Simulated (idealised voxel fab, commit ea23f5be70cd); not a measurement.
This section sets out a process module, namely voxel transistor to metal.
Section cut is 215 nm wide and gridded with 5 nm square cells.
In this document a cross-section is written as a grid of square cells. It is given as a series of bands, listed from the top down, and a band is one or more rows of cells.
Basically the band line says how high the top is and how high the bottom is, in nm, and then what's in it from left to right, every material with its width in nm. Empty space shows up as "air", and if a single material carries "full width" it runs the full band edge to edge.
Beneath 0, the wafer as received is one material, and that level is where height counting begins. The lowest band goes on downward without a bottom; it is written like "from 0 down".
Top row gets the first number, bottom row gets the second, and each row in between changes by the same step: that is how a band width like "30->40" works.
Reading "no modifications" for a step: not a cell of the cross-section changed in it.
"Cavities, closed" means: voids of 8 cells or more that are shut off from the top with no open way through. Written width x height at distance, distance from the left edge, in nm.
Text after the settings on a step's line: the simulator's own remark on that step.
overlay nm: on a step with a mask, how far right of its planned place the mask lay; negative means left.
### Below is the list of planned process steps
1: op RECEIVE | material Si
2: op OXIDIZE | depth nm 5
3: op CONFORMAL_DEP | material SiN | thk nm 10
4: op DIRECTIONAL_DEP | material aC | thk nm 10
5: op PATTERN | tone cover | mask id ACTIVE | material resist | width nm 110 | thk nm 25 | overlay nm 0
6: op DIRECTIONAL_ETCH | etch materials aC | depth nm 10
7: op STRIP | etch materials resist
8: op DIRECTIONAL_ETCH | etch materials SiN | depth nm 10
9: op DIRECTIONAL_ETCH | etch materials SiO2 | depth nm 5
10: op DIRECTIONAL_ETCH | etch materials Si | depth nm 35
11: op STRIP | etch materials aC
12: op OXIDIZE | depth nm 5
13: op FILL_DEP | material SiO2 | thk nm 10
14: op CMP | height nm 10
15: op SELECTIVE_ETCH | etch materials SiO2 | depth nm 10
16: op STRIP | etch materials SiN
17: op SELECTIVE_ETCH | etch materials SiO2 | depth nm 5
18: op OXIDIZE | depth nm 5
19: op DIRECTIONAL_DEP | material polySi | thk nm 25
20: op DIRECTIONAL_DEP | material SiCN | thk nm 10
21: op MASKED_ETCH | tone cover | mask id GATE | width nm 30 | etch materials SiCN | depth nm 20 | overlay nm 0
22: op MASKED_ETCH | tone cover | mask id GATE | width nm 30 | etch materials polySi | depth nm 35 | overlay nm 0
23: op CONFORMAL_DEP | material SiO2 | thk nm 5
24: op DIRECTIONAL_ETCH | etch materials SiO2 | depth nm 5
25: op CONFORMAL_DEP | material SiN | thk nm 5
26: op DIRECTIONAL_ETCH | etch materials SiN | depth nm 5
27: op DIRECTIONAL_ETCH | etch materials SiO2 | depth nm 5
28: op DIRECTIONAL_ETCH | etch materials Si | depth nm 15
29: op EPI | material SiGe | thk nm 20
30: op FILL_DEP | material SiO2 | thk nm 5
31: op CMP | height nm 20
32: op STRIP | etch materials polySi
33: op SELECTIVE_ETCH | etch materials SiO2 | depth nm 5
34: op CONFORMAL_DEP | material HfO2 | thk nm 5
35: op CONFORMAL_DEP | material TiN | thk nm 5
36: op FILL_DEP | material W | thk nm 10
37: op CMP | height nm 15
38: op DIRECTIONAL_DEP | material SiO2 | thk nm 10
39: op PATTERN | tone open | mask id CONTACT | material resist | width nm 15 | pitch nm 75 | thk nm 15 | overlay nm 0
40: op DIRECTIONAL_ETCH | etch materials SiO2 | depth nm 15
41: op STRIP | etch materials resist
42: op CONFORMAL_DEP | material TiN | thk nm 5
43: op FILL_DEP | material W | thk nm 10
44: op CMP | height nm 25
45: op CONFORMAL_DEP | material SiCN | thk nm 5
46: op DIRECTIONAL_DEP | material lowk | thk nm 25
47: op MASKED_ETCH | tone open | mask id METAL_1 | width nm 15 | pitch nm 75 | etch materials lowk | depth nm 25 | overlay nm 0
48: op MASKED_ETCH | tone open | mask id METAL_1 | width nm 15 | pitch nm 75 | etch materials SiCN | depth nm 5 | overlay nm 0
49: op CONFORMAL_DEP | material TiN | thk nm 5
50: op FILL_DEP | material W | thk nm 10
51: op CMP | height nm 55
52: op CONFORMAL_DEP | material SiCN | thk nm 5
Split variable: thk nm, step 23. Plan value = first wafer. Wafers start alike.
### The first of several wafers in cross-section, exactly as it reached us after step 1
    from 0 down = Si full width
    Cavities, closed: none
### Per-wafer rows below. For each material: cells gained (+) or lost (-) since the wafer was received, as of end of module. Then: closed voids
thk nm 5; +16 HfO2; -277 Si; +80 SiCN; +66 SiGe; +8 SiN; +360 SiO2; +52 TiN; +26 W; +185 lowk; Cavities, closed: none
thk nm 10; +16 HfO2; -247 Si; +80 SiCN; +6 SiN; +398 SiO2; +52 TiN; +26 W; +185 lowk; Cavities, closed: none
thk nm 15; +16 HfO2; -247 Si; +80 SiCN; +4 SiN; +402 SiO2; +52 TiN; +24 W; +185 lowk; Cavities, closed: none
thk nm 20; +16 HfO2; -247 Si; +80 SiCN; +2 SiN; +404 SiO2; +52 TiN; +24 W; +185 lowk; Cavities, closed: none
